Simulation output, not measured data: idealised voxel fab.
process module | voxel capacitor over wiring
cross-section cut | 190 nm wide | cells 5 nm
A cross-section is a grid of square cells, given in bands from the top down. A band is one or more rows of cells.
Each band's line starts with the height of the band's top and of its bottom, in nm. Then come its materials from left to right, each with its width in nm. One material with "throughout" fills the band from edge to edge. "air" is empty space.
Height 0 is the level under which the wafer as received is all one material. The lowest band goes on downwards, as in "0 down".
A width such as "30 to 40" changes by the same amount from each row of cells to the next, from the band's top row to its bottom row.
"no change" after a step means that no cell of the cross-section changed.
closed voids: empty space of 8 cells or more with no open way to the top, each as width x height at its distance from the left edge, in nm
after a step's settings: what the simulator itself notes on the step
overlay nm, on a step with a mask: how far to the right of its planned place the mask lay; to the left if negative
plan
1 op RECEIVE | material Si
2 op CONFORMAL_DEP | material SiO2 | thk nm 10
3 op DIRECTIONAL_DEP | material TiN | thk nm 5
4 op DIRECTIONAL_DEP | material W | thk nm 25
5 op DIRECTIONAL_DEP | material aC | thk nm 10
6 op PATTERN | tone cover | mask id METAL_1 | material resist | width nm 15 | pitch nm 75 | thk nm 30 | overlay nm 0
7 op DIRECTIONAL_ETCH | etch materials aC | depth nm 10
8 op STRIP | etch materials resist
9 op DIRECTIONAL_ETCH | etch materials W | depth nm 25
10 op DIRECTIONAL_ETCH | etch materials TiN | depth nm 5
11 op STRIP | etch materials aC
12 op FILL_DEP | material lowk | thk nm 10
13 op CMP | height nm 40
14 op CONFORMAL_DEP | material SiCN | thk nm 5
15 op DIRECTIONAL_DEP | material lowk | thk nm 15
16 op MASKED_ETCH | tone open | mask id PLUG_1 | width nm 15 | etch materials lowk | depth nm 15 | overlay nm 0
17 op MASKED_ETCH | tone open | mask id PLUG_1 | width nm 15 | etch materials SiCN | depth nm 5 | overlay nm 0
18 op CONFORMAL_DEP | material TiN | thk nm 5
19 op FILL_DEP | material Cu | thk nm 5
20 op CMP | height nm 60
21 op DIRECTIONAL_DEP | material TiN | thk nm 10
22 op DIRECTIONAL_DEP | material SiN | thk nm 5
23 op DIRECTIONAL_DEP | material TiN | thk nm 10
24 op PATTERN | tone cover | mask id UPPER_PLATE | material resist | width nm 60 | thk nm 15 | overlay nm 0
25 op DIRECTIONAL_ETCH | etch materials TiN | depth nm 10
26 op DIRECTIONAL_ETCH | etch materials SiN | depth nm 5
27 op STRIP | etch materials resist
28 op PATTERN | tone cover | mask id LOWER_PLATE | material resist | width nm 70 | thk nm 15 | overlay nm 0
29 op DIRECTIONAL_ETCH | etch materials TiN | depth nm 10
30 op STRIP | etch materials resist
31 op FILL_DEP | material SiO2 | thk nm 20
32 op CMP | height nm 100
33 op MASKED_ETCH | tone open | mask id PLUG_2 | width nm 15 | etch materials SiO2 | depth nm 15 | overlay nm 0
34 op CONFORMAL_DEP | material TiN | thk nm 5
35 op FILL_DEP | material Cu | thk nm 10
36 op CMP | height nm 100
37 op CONFORMAL_DEP | material SiCN | thk nm 5
varied across the wafers: width nm of step 6. The plan shows the first wafer's value. All wafers start alike
first wafer as received, after step 1
  0 down: Si throughout
  closed voids: none
each wafer at the end: cells of each material gained (+) or lost (-) since it was received, then its closed voids
width nm 15 | +5 Cu | +73 SiCN | +12 SiN | +307 SiO2 | +74 TiN | +30 W | +297 lowk | closed voids: none
width nm 20 | +5 Cu | +73 SiCN | +12 SiN | +307 SiO2 | +76 TiN | +40 W | +285 lowk | closed voids: none
width nm 25 | +5 Cu | +73 SiCN | +12 SiN | +307 SiO2 | +78 TiN | +50 W | +273 lowk | closed voids: none
width nm 30 | +5 Cu | +73 SiCN | +12 SiN | +307 SiO2 | +80 TiN | +60 W | +261 lowk | closed voids: none
width nm 35 | +5 Cu | +73 SiCN | +12 SiN | +307 SiO2 | +82 TiN | +70 W | +249 lowk | closed voids: none
